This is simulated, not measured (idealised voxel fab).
The name of this process module is voxel transistor to metal.
It is cross-section cut that appears here, measuring 295 nm in width, its square cells being 5 nm in size.
Cross-section format: a grid of square cells, given as bands from top to bottom; each band is one or more rows of cells. A band entry consists of two parts. The first gives the height of the band's top and the height of its bottom, in nm. The rest lists the band's materials from left to right, each with its width in nm. A single material labelled with the word "everywhere" fills the band from edge to edge, and the word "air" marks empty space. Below 0: as-received wafer, all one material; heights counted from there. Lowest band: no bottom, goes on down, written "0..down". Read "30..40" as a graded width: first number on top, second number at the bottom, same change between each pair of neighbouring rows. "remained the same" (step): cross-section cells unchanged, all of them. Basically, "Enclosed void entries" tells you about the enclosed voids: empty spaces with no open way to the top, 8 cells or bigger, each written width x height at distance, where distance is from the left edge, all in nm. Whatever follows a step's settings on its line is a remark the simulator itself makes about that step. A step line may carry the setting "overlay nm", which, for steps involving a mask, states the distance by which the mask lay to the right of its intended position; negative values denote displacement to the left.

Planned step list for the process
1: RECEIVE,material Si
2: CONFORMAL_DEP,material SiO2,thk nm 5
3: CONFORMAL_DEP,material SiN,thk nm 15
4: PATTERN,tone cover,mask id ACTIVE,material resist,width nm 105,pitch nm 130,thk nm 20,overlay nm 0
5: DIRECTIONAL_ETCH,etch materials SiN,depth nm 15
6: DIRECTIONAL_ETCH,etch materials SiO2,depth nm 5
7: DIRECTIONAL_ETCH,etch materials Si,depth nm 30
8: STRIP,etch materials resist
9: OXIDIZE,depth nm 5
10: FILL_DEP,material SiO2,thk nm 15
11: CMP,height nm 20
12: SELECTIVE_ETCH,etch materials SiO2,depth nm 15
13: STRIP,etch materials SiN
14: SELECTIVE_ETCH,etch materials SiO2,depth nm 5
15: OXIDIZE,depth nm 5
16: DIRECTIONAL_DEP,material polySi,thk nm 25
17: DIRECTIONAL_DEP,material SiCN,thk nm 15
18: DIRECTIONAL_DEP,material aC,thk nm 10
19: PATTERN,tone cover,mask id GATE,material resist,width nm 25,pitch nm 130,thk nm 25,overlay nm 0
20: DIRECTIONAL_ETCH,etch materials aC,depth nm 10
21: STRIP,etch materials resist
22: DIRECTIONAL_ETCH,etch materials SiCN,depth nm 25
23: DIRECTIONAL_ETCH,etch materials polySi,depth nm 35
24: STRIP,etch materials aC
25: CONFORMAL_DEP,material SiN,thk nm 5
26: DIRECTIONAL_ETCH,etch materials SiN,depth nm 5
27: DIRECTIONAL_ETCH,etch materials SiO2,depth nm 5
28: DIRECTIONAL_ETCH,etch materials Si,depth nm 10
29: EPI,material nSi,thk nm 15
30: FILL_DEP,material SiO2,thk nm 5
31: CMP,height nm 40
32: DIRECTIONAL_DEP,material SiO2,thk nm 10
33: PATTERN,tone open,mask id CONTACT,material resist,width nm 30,pitch nm 65,thk nm 15,overlay nm 0
34: DIRECTIONAL_ETCH,etch materials SiO2,depth nm 50
35: STRIP,etch materials resist
36: CONFORMAL_DEP,material TiN,thk nm 5
37: FILL_DEP,material W,thk nm 5
38: CMP,height nm 50
39: DIRECTIONAL_DEP,material TiN,thk nm 5
40: DIRECTIONAL_DEP,material Ru,thk nm 15
41: MASKED_ETCH,tone cover,mask id METAL_1,width nm 15,etch materials Ru,depth nm 15,overlay nm 0
42: MASKED_ETCH,tone cover,mask id METAL_1,width nm 15,etch materials TiN,depth nm 5,overlay nm 0
43: CONFORMAL_DEP,material SiN,thk nm 5
44: FILL_DEP,material SiO2,thk nm 5
45: CMP,height nm 70
46: CONFORMAL_DEP,material SiCN,thk nm 5
47: DIRECTIONAL_DEP,material SiO2,thk nm 25
48: DIRECTIONAL_DEP,material aC,thk nm 10
49: PATTERN,tone open,mask id METAL_2,material resist,width nm 15,pitch nm 130,thk nm 30,overlay nm 0
50: DIRECTIONAL_ETCH,etch materials aC,depth nm 10
51: STRIP,etch materials resist
52: DIRECTIONAL_ETCH,etch materials SiO2,depth nm 15
53: STRIP,etch materials aC
54: MASKED_ETCH,tone open,mask id METAL_2_HOLES,width nm 15,pitch nm 130,etch materials SiO2,depth nm 10,overlay nm 0
55: MASKED_ETCH,tone open,mask id METAL_2_HOLES,width nm 15,pitch nm 130,etch materials SiCN,depth nm 5,overlay nm 0
56: CONFORMAL_DEP,material TiN,thk nm 5
57: FILL_DEP,material Ru,thk nm 10
58: CMP,height nm 100
59: CONFORMAL_DEP,material SiN,thk nm 5

The following pertains to the first of two wafers, which was processed as planned

Wafer cross-section on receipt, i.e. after step 1
0..down | Si everywhere
Enclosed void entries: none

So this is the wafer cross-section right after step 2
5..0 | SiO2 everywhere
For the remainder of the cross-section, below 0, there is no change.

So this is the wafer cross-section right after step 3
20..5 | SiN everywhere
For the remainder of the cross-section, below 5, there is no change.

So this is the wafer cross-section right after step 4
40..20 | air 30 nm, resist 105 nm, air 25 nm, resist 105 nm, air 30 nm
For the remainder of the cross-section, below 20, there is no change.

So this is the wafer cross-section right after step 5
40..20 | air 30 nm, resist 105 nm, air 25 nm, resist 105 nm, air 30 nm
20..5 | air 30 nm, SiN 105 nm, air 25 nm, SiN 105 nm, air 30 nm
For the remainder of the cross-section, below 5, there is no change.

So this is the wafer cross-section right after step 6
40..20 | air 30 nm, resist 105 nm, air 25 nm, resist 105 nm, air 30 nm
20..5 | air 30 nm, SiN 105 nm, air 25 nm, SiN 105 nm, air 30 nm
5..0 | air 30 nm, SiO2 105 nm, air 25 nm, SiO2 105 nm, air 30 nm
For the remainder of the cross-section, below 0, there is no change.

So this is the wafer cross-section right after step 7
40..20 | air 30 nm, resist 105 nm, air 25 nm, resist 105 nm, air 30 nm
20..5 | air 30 nm, SiN 105 nm, air 25 nm, SiN 105 nm, air 30 nm
5..0 | air 30 nm, SiO2 105 nm, air 25 nm, SiO2 105 nm, air 30 nm
0..-30 | air 30 nm, Si 105 nm, air 25 nm, Si 105 nm, air 30 nm
For the remainder of the cross-section, below -30, there is no change.

So this is the wafer cross-section right after step 8
20..5 | air 30 nm, SiN 105 nm, air 25 nm, SiN 105 nm, air 30 nm
For the remainder of the cross-section, below 5, there is no change.

So this is the wafer cross-section right after step 9
20..5 | air 30 nm, SiN 105 nm, air 25 nm, SiN 105 nm, air 30 nm
5..0 | air 30 nm, SiO2 105 nm, air 25 nm, SiO2 105 nm, air 30 nm
0..-30 | air 30 nm, SiO2 5 nm, Si 95 nm, SiO2 5 nm, air 25 nm, SiO2 5 nm, Si 95 nm, SiO2 5 nm, air 30 nm
-30..-35 | SiO2 35 nm, Si 95 nm, SiO2 35 nm, Si 95 nm, SiO2 35 nm
For the remainder of the cross-section, below -35, there is no change.

So this is the wafer cross-section right after step 10
35..20 | SiO2 everywhere
20..5 | SiO2 30 nm, SiN 105 nm, SiO2 25 nm, SiN 105 nm, SiO2 30 nm
5..0 | SiO2 everywhere
0..-35 | SiO2 35 nm, Si 95 nm, SiO2 35 nm, Si 95 nm, SiO2 35 nm
For the remainder of the cross-section, below -35, there is no change.

So this is the wafer cross-section right after step 11
20..5 | SiO2 30 nm, SiN 105 nm, SiO2 25 nm, SiN 105 nm, SiO2 30 nm
For the remainder of the cross-section, below 5, there is no change.

So this is the wafer cross-section right after step 12
20..5 | air 30 nm, SiN 105 nm, air 25 nm, SiN 105 nm, air 30 nm
For the remainder of the cross-section, below 5, there is no change.

So this is the wafer cross-section right after step 13
5..0 | SiO2 everywhere
For the remainder of the cross-section, below 0, there is no change.

So this is the wafer cross-section right after step 14
0..-35 | SiO2 35 nm, Si 95 nm, SiO2 35 nm, Si 95 nm, SiO2 35 nm
For the remainder of the cross-section, below -35, there is no change.

So this is the wafer cross-section right after step 15
0..-5 | SiO2 everywhere
For the remainder of the cross-section, below -5, there is no change.

So this is the wafer cross-section right after step 16
25..0 | polySi everywhere
For the remainder of the cross-section, below 0, there is no change.

So this is the wafer cross-section right after step 17
40..25 | SiCN everywhere
For the remainder of the cross-section, below 25, there is no change.

So this is the wafer cross-section right after step 18
50..40 | aC everywhere
For the remainder of the cross-section, below 40, there is no change.

So this is the wafer cross-section right after step 19
75..50 | air 70 nm, resist 25 nm, air 105 nm, resist 25 nm, air 70 nm
For the remainder of the cross-section, below 50, there is no change.

So this is the wafer cross-section right after step 20
65..50 | air 70 nm, resist 25 nm, air 105 nm, resist 25 nm, air 70 nm
50..40 | air 70 nm, aC 25 nm, air 105 nm, aC 25 nm, air 70 nm
For the remainder of the cross-section, below 40, there is no change.

So this is the wafer cross-section right after step 21
50..40 | air 70 nm, aC 25 nm, air 105 nm, aC 25 nm, air 70 nm
For the remainder of the cross-section, below 40, there is no change.

So this is the wafer cross-section right after step 22
50..40 | air 70 nm, aC 25 nm, air 105 nm, aC 25 nm, air 70 nm
40..25 | air 70 nm, SiCN 25 nm, air 105 nm, SiCN 25 nm, air 70 nm
For the remainder of the cross-section, below 25, there is no change.

So this is the wafer cross-section right after step 23
50..40 | air 70 nm, aC 25 nm, air 105 nm, aC 25 nm, air 70 nm
40..25 | air 70 nm, SiCN 25 nm, air 105 nm, SiCN 25 nm, air 70 nm
25..0 | air 70 nm, polySi 25 nm, air 105 nm, polySi 25 nm, air 70 nm
For the remainder of the cross-section, below 0, there is no change.

So this is the wafer cross-section right after step 24
40..25 | air 70 nm, SiCN 25 nm, air 105 nm, SiCN 25 nm, air 70 nm
For the remainder of the cross-section, below 25, there is no change.

So this is the wafer cross-section right after step 25
45..40 | air 65 nm, SiN 35 nm, air 95 nm, SiN 35 nm, air 65 nm
40..25 | air 65 nm, SiN 5 nm, SiCN 25 nm, SiN 5 nm, air 95 nm, SiN 5 nm, SiCN 25 nm, SiN 5 nm, air 65 nm
25..5 | air 65 nm, SiN 5 nm, polySi 25 nm, SiN 5 nm, air 95 nm, SiN 5 nm, polySi 25 nm, SiN 5 nm, air 65 nm
5..0 | SiN 70 nm, polySi 25 nm, SiN 105 nm, polySi 25 nm, SiN 70 nm
For the remainder of the cross-section, below 0, there is no change.

So this is the wafer cross-section right after step 26
40..25 | air 65 nm, SiN 5 nm, SiCN 25 nm, SiN 5 nm, air 95 nm, SiN 5 nm, SiCN 25 nm, SiN 5 nm, air 65 nm
25..0 | air 65 nm, SiN 5 nm, polySi 25 nm, SiN 5 nm, air 95 nm, SiN 5 nm, polySi 25 nm, SiN 5 nm, air 65 nm
For the remainder of the cross-section, below 0, there is no change.

So this is the wafer cross-section right after step 27
40..25 | air 65 nm, SiN 5 nm, SiCN 25 nm, SiN 5 nm, air 95 nm, SiN 5 nm, SiCN 25 nm, SiN 5 nm, air 65 nm
25..0 | air 65 nm, SiN 5 nm, polySi 25 nm, SiN 5 nm, air 95 nm, SiN 5 nm, polySi 25 nm, SiN 5 nm, air 65 nm
0..-5 | air 65 nm, SiO2 35 nm, air 95 nm, SiO2 35 nm, air 65 nm
For the remainder of the cross-section, below -5, there is no change.

So this is the wafer cross-section right after step 28
40..25 | air 65 nm, SiN 5 nm, SiCN 25 nm, SiN 5 nm, air 95 nm, SiN 5 nm, SiCN 25 nm, SiN 5 nm, air 65 nm
25..0 | air 65 nm, SiN 5 nm, polySi 25 nm, SiN 5 nm, air 95 nm, SiN 5 nm, polySi 25 nm, SiN 5 nm, air 65 nm
0..-5 | air 65 nm, SiO2 35 nm, air 95 nm, SiO2 35 nm, air 65 nm
-5..-15 | SiO2 35 nm, air 30 nm, Si 35 nm, air 30 nm, SiO2 35 nm, air 30 nm, Si 35 nm, air 30 nm, SiO2 35 nm
For the remainder of the cross-section, below -15, there is no change.

So this is the wafer cross-section right after step 29
40..25 | air 65 nm, SiN 5 nm, SiCN 25 nm, SiN 5 nm, air 95 nm, SiN 5 nm, SiCN 25 nm, SiN 5 nm, air 65 nm
25..10 | air 65 nm, SiN 5 nm, polySi 25 nm, SiN 5 nm, air 95 nm, SiN 5 nm, polySi 25 nm, SiN 5 nm, air 65 nm
10..0 | air 50 nm, nSi 15 nm, SiN 5 nm, polySi 25 nm, SiN 5 nm, nSi 15 nm, air 65 nm, nSi 15 nm, SiN 5 nm, polySi 25 nm, SiN 5 nm, nSi 15 nm, air 50 nm
0..-5 | air 30 nm, nSi 35 nm, SiO2 35 nm, nSi 35 nm, air 25 nm, nSi 35 nm, SiO2 35 nm, nSi 35 nm, air 30 nm
-5..-15 | SiO2 35 nm, nSi 30 nm, Si 35 nm, nSi 30 nm, SiO2 35 nm, nSi 30 nm, Si 35 nm, nSi 30 nm, SiO2 35 nm
For the remainder of the cross-section, below -15, there is no change.

So this is the wafer cross-section right after step 30
45..40 | SiO2 everywhere
40..25 | SiO2 65 nm, SiN 5 nm, SiCN 25 nm, SiN 5 nm, SiO2 95 nm, SiN 5 nm, SiCN 25 nm, SiN 5 nm, SiO2 65 nm
25..10 | SiO2 65 nm, SiN 5 nm, polySi 25 nm, SiN 5 nm, SiO2 95 nm, SiN 5 nm, polySi 25 nm, SiN 5 nm, SiO2 65 nm
10..0 | SiO2 50 nm, nSi 15 nm, SiN 5 nm, polySi 25 nm, SiN 5 nm, nSi 15 nm, SiO2 65 nm, nSi 15 nm, SiN 5 nm, polySi 25 nm, SiN 5 nm, nSi 15 nm, SiO2 50 nm
0..-5 | SiO2 30 nm, nSi 35 nm, SiO2 35 nm, nSi 35 nm, SiO2 25 nm, nSi 35 nm, SiO2 35 nm, nSi 35 nm, SiO2 30 nm
For the remainder of the cross-section, below -5, there is no change.

So this is the wafer cross-section right after step 31
40..25 | SiO2 65 nm, SiN 5 nm, SiCN 25 nm, SiN 5 nm, SiO2 95 nm, SiN 5 nm, SiCN 25 nm, SiN 5 nm, SiO2 65 nm
For the remainder of the cross-section, below 25, there is no change.

So this is the wafer cross-section right after step 32
50..40 | SiO2 everywhere
For the remainder of the cross-section, below 40, there is no change.

So this is the wafer cross-section right after step 33
65..50 | resist 35 nm, air 30 nm, resist 35 nm, air 30 nm, resist 35 nm, air 30 nm, resist 35 nm, air 30 nm, resist 35 nm
For the remainder of the cross-section, below 50, there is no change.

So this is the wafer cross-section right after step 34
65..50 | resist 35 nm, air 30 nm, resist 35 nm, air 30 nm, resist 35 nm, air 30 nm, resist 35 nm, air 30 nm, resist 35 nm
50..40 | SiO2 35 nm, air 30 nm, SiO2 35 nm, air 30 nm, SiO2 35 nm, air 30 nm, SiO2 35 nm, air 30 nm, SiO2 35 nm
40..25 | SiO2 35 nm, air 30 nm, SiN 5 nm, SiCN 25 nm, SiN 5 nm, air 30 nm, SiO2 35 nm, air 30 nm, SiN 5 nm, SiCN 25 nm, SiN 5 nm, air 30 nm, SiO2 35 nm
25..10 | SiO2 35 nm, air 30 nm, SiN 5 nm, polySi 25 nm, SiN 5 nm, air 30 nm, SiO2 35 nm, air 30 nm, SiN 5 nm, polySi 25 nm, SiN 5 nm, air 30 nm, SiO2 35 nm
10..0 | SiO2 35 nm, air 15 nm, nSi 15 nm, SiN 5 nm, polySi 25 nm, SiN 5 nm, nSi 15 nm, air 15 nm, SiO2 35 nm, air 15 nm, nSi 15 nm, SiN 5 nm, polySi 25 nm, SiN 5 nm, nSi 15 nm, air 15 nm, SiO2 35 nm
For the remainder of the cross-section, below 0, there is no change.

So this is the wafer cross-section right after step 35
50..40 | SiO2 35 nm, air 30 nm, SiO2 35 nm, air 30 nm, SiO2 35 nm, air 30 nm, SiO2 35 nm, air 30 nm, SiO2 35 nm
For the remainder of the cross-section, below 40, there is no change.

So this is the wafer cross-section right after step 36
55..50 | TiN 40 nm, air 20 nm, TiN 45 nm, air 20 nm, TiN 45 nm, air 20 nm, TiN 45 nm, air 20 nm, TiN 40 nm
50..40 | SiO2 35 nm, TiN 5 nm, air 20 nm, TiN 5 nm, SiO2 35 nm, TiN 5 nm, air 20 nm, TiN 5 nm, SiO2 35 nm, TiN 5 nm, air 20 nm, TiN 5 nm, SiO2 35 nm, TiN 5 nm, air 20 nm, TiN 5 nm, SiO2 35 nm
40..25 | SiO2 35 nm, TiN 5 nm, air 20 nm, TiN 5 nm, SiN 5 nm, SiCN 25 nm, SiN 5 nm, TiN 5 nm, air 20 nm, TiN 5 nm, SiO2 35 nm, TiN 5 nm, air 20 nm, TiN 5 nm, SiN 5 nm, SiCN 25 nm, SiN 5 nm, TiN 5 nm, air 20 nm, TiN 5 nm, SiO2 35 nm
25..15 | SiO2 35 nm, TiN 5 nm, air 20 nm, TiN 5 nm, SiN 5 nm, polySi 25 nm, SiN 5 nm, TiN 5 nm, air 20 nm, TiN 5 nm, SiO2 35 nm, TiN 5 nm, air 20 nm, TiN 5 nm, SiN 5 nm, polySi 25 nm, SiN 5 nm, TiN 5 nm, air 20 nm, TiN 5 nm, SiO2 35 nm
15..10 | SiO2 35 nm, TiN 5 nm, air 5 nm, TiN 20 nm, SiN 5 nm, polySi 25 nm, SiN 5 nm, TiN 20 nm, air 5 nm, TiN 5 nm, SiO2 35 nm, TiN 5 nm, air 5 nm, TiN 20 nm, SiN 5 nm, polySi 25 nm, SiN 5 nm, TiN 20 nm, air 5 nm, TiN 5 nm, SiO2 35 nm
10..5 | SiO2 35 nm, TiN 5 nm, air 5 nm, TiN 5 nm, nSi 15 nm, SiN 5 nm, polySi 25 nm, SiN 5 nm, nSi 15 nm, TiN 5 nm, air 5 nm, TiN 5 nm, SiO2 35 nm, TiN 5 nm, air 5 nm, TiN 5 nm, nSi 15 nm, SiN 5 nm, polySi 25 nm, SiN 5 nm, nSi 15 nm, TiN 5 nm, air 5 nm, TiN 5 nm, SiO2 35 nm
5..0 | SiO2 35 nm, TiN 15 nm, nSi 15 nm, SiN 5 nm, polySi 25 nm, SiN 5 nm, nSi 15 nm, TiN 15 nm, SiO2 35 nm, TiN 15 nm, nSi 15 nm, SiN 5 nm, polySi 25 nm, SiN 5 nm, nSi 15 nm, TiN 15 nm, SiO2 35 nm
For the remainder of the cross-section, below 0, there is no change.

So this is the wafer cross-section right after step 37
60..55 | W everywhere
55..50 | TiN 40 nm, W 20 nm, TiN 45 nm, W 20 nm, TiN 45 nm, W 20 nm, TiN 45 nm, W 20 nm, TiN 40 nm
50..40 | SiO2 35 nm, TiN 5 nm, W 20 nm, TiN 5 nm, SiO2 35 nm, TiN 5 nm, W 20 nm, TiN 5 nm, SiO2 35 nm, TiN 5 nm, W 20 nm, TiN 5 nm, SiO2 35 nm, TiN 5 nm, W 20 nm, TiN 5 nm, SiO2 35 nm
40..25 | SiO2 35 nm, TiN 5 nm, W 20 nm, TiN 5 nm, SiN 5 nm, SiCN 25 nm, SiN 5 nm, TiN 5 nm, W 20 nm, TiN 5 nm, SiO2 35 nm, TiN 5 nm, W 20 nm, TiN 5 nm, SiN 5 nm, SiCN 25 nm, SiN 5 nm, TiN 5 nm, W 20 nm, TiN 5 nm, SiO2 35 nm
25..15 | SiO2 35 nm, TiN 5 nm, W 20 nm, TiN 5 nm, SiN 5 nm, polySi 25 nm, SiN 5 nm, TiN 5 nm, W 20 nm, TiN 5 nm, SiO2 35 nm, TiN 5 nm, W 20 nm, TiN 5 nm, SiN 5 nm, polySi 25 nm, SiN 5 nm, TiN 5 nm, W 20 nm, TiN 5 nm, SiO2 35 nm
15..10 | SiO2 35 nm, TiN 5 nm, W 5 nm, TiN 20 nm, SiN 5 nm, polySi 25 nm, SiN 5 nm, TiN 20 nm, W 5 nm, TiN 5 nm, SiO2 35 nm, TiN 5 nm, W 5 nm, TiN 20 nm, SiN 5 nm, polySi 25 nm, SiN 5 nm, TiN 20 nm, W 5 nm, TiN 5 nm, SiO2 35 nm
10..5 | SiO2 35 nm, TiN 5 nm, W 5 nm, TiN 5 nm, nSi 15 nm, SiN 5 nm, polySi 25 nm, SiN 5 nm, nSi 15 nm, TiN 5 nm, W 5 nm, TiN 5 nm, SiO2 35 nm, TiN 5 nm, W 5 nm, TiN 5 nm, nSi 15 nm, SiN 5 nm, polySi 25 nm, SiN 5 nm, nSi 15 nm, TiN 5 nm, W 5 nm, TiN 5 nm, SiO2 35 nm
For the remainder of the cross-section, below 5, there is no change.

So this is the wafer cross-section right after step 38
50..40 | SiO2 35 nm, TiN 5 nm, W 20 nm, TiN 5 nm, SiO2 35 nm, TiN 5 nm, W 20 nm, TiN 5 nm, SiO2 35 nm, TiN 5 nm, W 20 nm, TiN 5 nm, SiO2 35 nm, TiN 5 nm, W 20 nm, TiN 5 nm, SiO2 35 nm
For the remainder of the cross-section, below 40, there is no change.

So this is the wafer cross-section right after step 39
55..50 | TiN everywhere
For the remainder of the cross-section, below 50, there is no change.

So this is the wafer cross-section right after step 40
70..55 | Ru everywhere
For the remainder of the cross-section, below 55, there is no change.

So this is the wafer cross-section right after step 41
70..55 | air 35 nm, Ru 15 nm, air 65 nm, Ru 15 nm, air 35 nm, Ru 15 nm, air 65 nm, Ru 15 nm, air 35 nm
For the remainder of the cross-section, below 55, there is no change.

So this is the wafer cross-section right after step 42
70..55 | air 35 nm, Ru 15 nm, air 65 nm, Ru 15 nm, air 35 nm, Ru 15 nm, air 65 nm, Ru 15 nm, air 35 nm
55..50 | air 35 nm, TiN 15 nm, air 65 nm, TiN 15 nm, air 35 nm, TiN 15 nm, air 65 nm, TiN 15 nm, air 35 nm
For the remainder of the cross-section, below 50, there is no change.

So this is the wafer cross-section right after step 43
75..70 | air 30 nm, SiN 25 nm, air 55 nm, SiN 25 nm, air 25 nm, SiN 25 nm, air 55 nm, SiN 25 nm, air 30 nm
70..55 | air 30 nm, SiN 5 nm, Ru 15 nm, SiN 5 nm, air 55 nm, SiN 5 nm, Ru 15 nm, SiN 5 nm, air 25 nm, SiN 5 nm, Ru 15 nm, SiN 5 nm, air 55 nm, SiN 5 nm, Ru 15 nm, SiN 5 nm, air 30 nm
55..50 | SiN 35 nm, TiN 15 nm, SiN 65 nm, TiN 15 nm, SiN 35 nm, TiN 15 nm, SiN 65 nm, TiN 15 nm, SiN 35 nm
For the remainder of the cross-section, below 50, there is no change.

So this is the wafer cross-section right after step 44
80..75 | SiO2 everywhere
75..70 | SiO2 30 nm, SiN 25 nm, SiO2 55 nm, SiN 25 nm, SiO2 25 nm, SiN 25 nm, SiO2 55 nm, SiN 25 nm, SiO2 30 nm
70..55 | SiO2 30 nm, SiN 5 nm, Ru 15 nm, SiN 5 nm, SiO2 55 nm, SiN 5 nm, Ru 15 nm, SiN 5 nm, SiO2 25 nm, SiN 5 nm, Ru 15 nm, SiN 5 nm, SiO2 55 nm, SiN 5 nm, Ru 15 nm, SiN 5 nm, SiO2 30 nm
For the remainder of the cross-section, below 55, there is no change.

So this is the wafer cross-section right after step 45
70..55 | SiO2 30 nm, SiN 5 nm, Ru 15 nm, SiN 5 nm, SiO2 55 nm, SiN 5 nm, Ru 15 nm, SiN 5 nm, SiO2 25 nm, SiN 5 nm, Ru 15 nm, SiN 5 nm, SiO2 55 nm, SiN 5 nm, Ru 15 nm, SiN 5 nm, SiO2 30 nm
For the remainder of the cross-section, below 55, there is no change.

So this is the wafer cross-section right after step 46
75..70 | SiCN everywhere
For the remainder of the cross-section, below 70, there is no change.

So this is the wafer cross-section right after step 47
100..75 | SiO2 everywhere
For the remainder of the cross-section, below 75, there is no change.

So this is the wafer cross-section right after step 48
110..100 | aC everywhere
For the remainder of the cross-section, below 100, there is no change.

So this is the wafer cross-section right after step 49
140..110 | resist 35 nm, air 15 nm, resist 115 nm, air 15 nm, resist 115 nm
For the remainder of the cross-section, below 110, there is no change.

So this is the wafer cross-section right after step 50
130..110 | resist 35 nm, air 15 nm, resist 115 nm, air 15 nm, resist 115 nm
110..100 | aC 35 nm, air 15 nm, aC 115 nm, air 15 nm, aC 115 nm
For the remainder of the cross-section, below 100, there is no change.

So this is the wafer cross-section right after step 51
110..100 | aC 35 nm, air 15 nm, aC 115 nm, air 15 nm, aC 115 nm
For the remainder of the cross-section, below 100, there is no change.

So this is the wafer cross-section right after step 52
110..100 | aC 35 nm, air 15 nm, aC 115 nm, air 15 nm, aC 115 nm
100..85 | SiO2 35 nm, air 15 nm, SiO2 115 nm, air 15 nm, SiO2 115 nm
For the remainder of the cross-section, below 85, there is no change.

So this is the wafer cross-section right after step 53
100..85 | SiO2 35 nm, air 15 nm, SiO2 115 nm, air 15 nm, SiO2 115 nm
For the remainder of the cross-section, below 85, there is no change.

So this is the wafer cross-section right after step 54
100..75 | SiO2 35 nm, air 15 nm, SiO2 115 nm, air 15 nm, SiO2 115 nm
For the remainder of the cross-section, below 75, there is no change.

So this is the wafer cross-section right after step 55
100..75 | SiO2 35 nm, air 15 nm, SiO2 115 nm, air 15 nm, SiO2 115 nm
75..70 | SiCN 35 nm, air 15 nm, SiCN 115 nm, air 15 nm, SiCN 115 nm
For the remainder of the cross-section, below 70, there is no change.

So this is the wafer cross-section right after step 56
105..100 | TiN 40 nm, air 5 nm, TiN 125 nm, air 5 nm, TiN 120 nm
100..75 | SiO2 35 nm, TiN 5 nm, air 5 nm, TiN 5 nm, SiO2 115 nm, TiN 5 nm, air 5 nm, TiN 5 nm, SiO2 115 nm
75..70 | SiCN 35 nm, TiN 15 nm, SiCN 115 nm, TiN 15 nm, SiCN 115 nm
For the remainder of the cross-section, below 70, there is no change.

So this is the wafer cross-section right after step 57
115..105 | Ru everywhere
105..100 | TiN 40 nm, Ru 5 nm, TiN 125 nm, Ru 5 nm, TiN 120 nm
100..75 | SiO2 35 nm, TiN 5 nm, Ru 5 nm, TiN 5 nm, SiO2 115 nm, TiN 5 nm, Ru 5 nm, TiN 5 nm, SiO2 115 nm
For the remainder of the cross-section, below 75, there is no change.

So this is the wafer cross-section right after step 58
100..75 | SiO2 35 nm, TiN 5 nm, Ru 5 nm, TiN 5 nm, SiO2 115 nm, TiN 5 nm, Ru 5 nm, TiN 5 nm, SiO2 115 nm
For the remainder of the cross-section, below 75, there is no change.

So this is the wafer cross-section right after step 59
105..100 | SiN everywhere
For the remainder of the cross-section, below 100, there is no change.

Wafer two: like wafer one in start and plan, but with one mistake in execution; identical up to and including step 53

when step 54 should have ended
100..90 | SiO2 30 nm, air 20 nm, SiO2 110 nm, air 20 nm, SiO2 115 nm
90..85 | SiO2 35 nm, air 15 nm, SiO2 115 nm, air 15 nm, SiO2 115 nm
85..75 | SiO2 35 nm, air 10 nm, SiO2 120 nm, air 10 nm, SiO2 120 nm
For the remainder of the cross-section, below 75, there is no change.

when step 55 should have ended
100..90 | SiO2 30 nm, air 20 nm, SiO2 110 nm, air 20 nm, SiO2 115 nm
90..85 | SiO2 35 nm, air 15 nm, SiO2 115 nm, air 15 nm, SiO2 115 nm
85..75 | SiO2 35 nm, air 10 nm, SiO2 120 nm, air 10 nm, SiO2 120 nm
75..70 | SiCN 35 nm, air 10 nm, SiCN 120 nm, air 10 nm, SiCN 120 nm
For the remainder of the cross-section, below 70, there is no change.

when step 56 should have ended
105..100 | TiN 35 nm, air 10 nm, TiN 120 nm, air 10 nm, TiN 120 nm
100..90 | SiO2 30 nm, TiN 5..10 nm, air 10..5 nm, TiN 5 nm, SiO2 110 nm, TiN 5..10 nm, air 10..5 nm, TiN 5 nm, SiO2 115 nm
90..85 | SiO2 35 nm, TiN 15 nm, SiO2 115 nm, TiN 15 nm, SiO2 115 nm
85..75 | SiO2 35 nm, TiN 10 nm, SiO2 120 nm, TiN 10 nm, SiO2 120 nm
75..70 | SiCN 35 nm, TiN 10 nm, SiCN 120 nm, TiN 10 nm, SiCN 120 nm
For the remainder of the cross-section, below 70, there is no change.

when step 57 should have ended
115..105 | Ru everywhere
105..100 | TiN 35 nm, Ru 10 nm, TiN 120 nm, Ru 10 nm, TiN 120 nm
100..90 | SiO2 30 nm, TiN 5..10 nm, Ru 10..5 nm, TiN 5 nm, SiO2 110 nm, TiN 5..10 nm, Ru 10..5 nm, TiN 5 nm, SiO2 115 nm
For the remainder of the cross-section, below 90, there is no change.

when step 58 should have ended
100..90 | SiO2 30 nm, TiN 5..10 nm, Ru 10..5 nm, TiN 5 nm, SiO2 110 nm, TiN 5..10 nm, Ru 10..5 nm, TiN 5 nm, SiO2 115 nm
For the remainder of the cross-section, below 90, there is no change.

when step 59 should have ended
105..100 | SiN everywhere
For the remainder of the cross-section, below 100, there is no change.
Run error: the process deviated at step 54: the operation and settings actually run there were MASKED_ETCH,tone open,mask id METAL_2_HOLES,width nm 15,pitch nm 130,etch materials SiO2,depth nm 10,overlay nm -5
The closing comparison, in cells, has the second wafer with more or fewer of some materials than the first: Ru: 4 fewer, SiCN: 2 more, TiN: 2 more
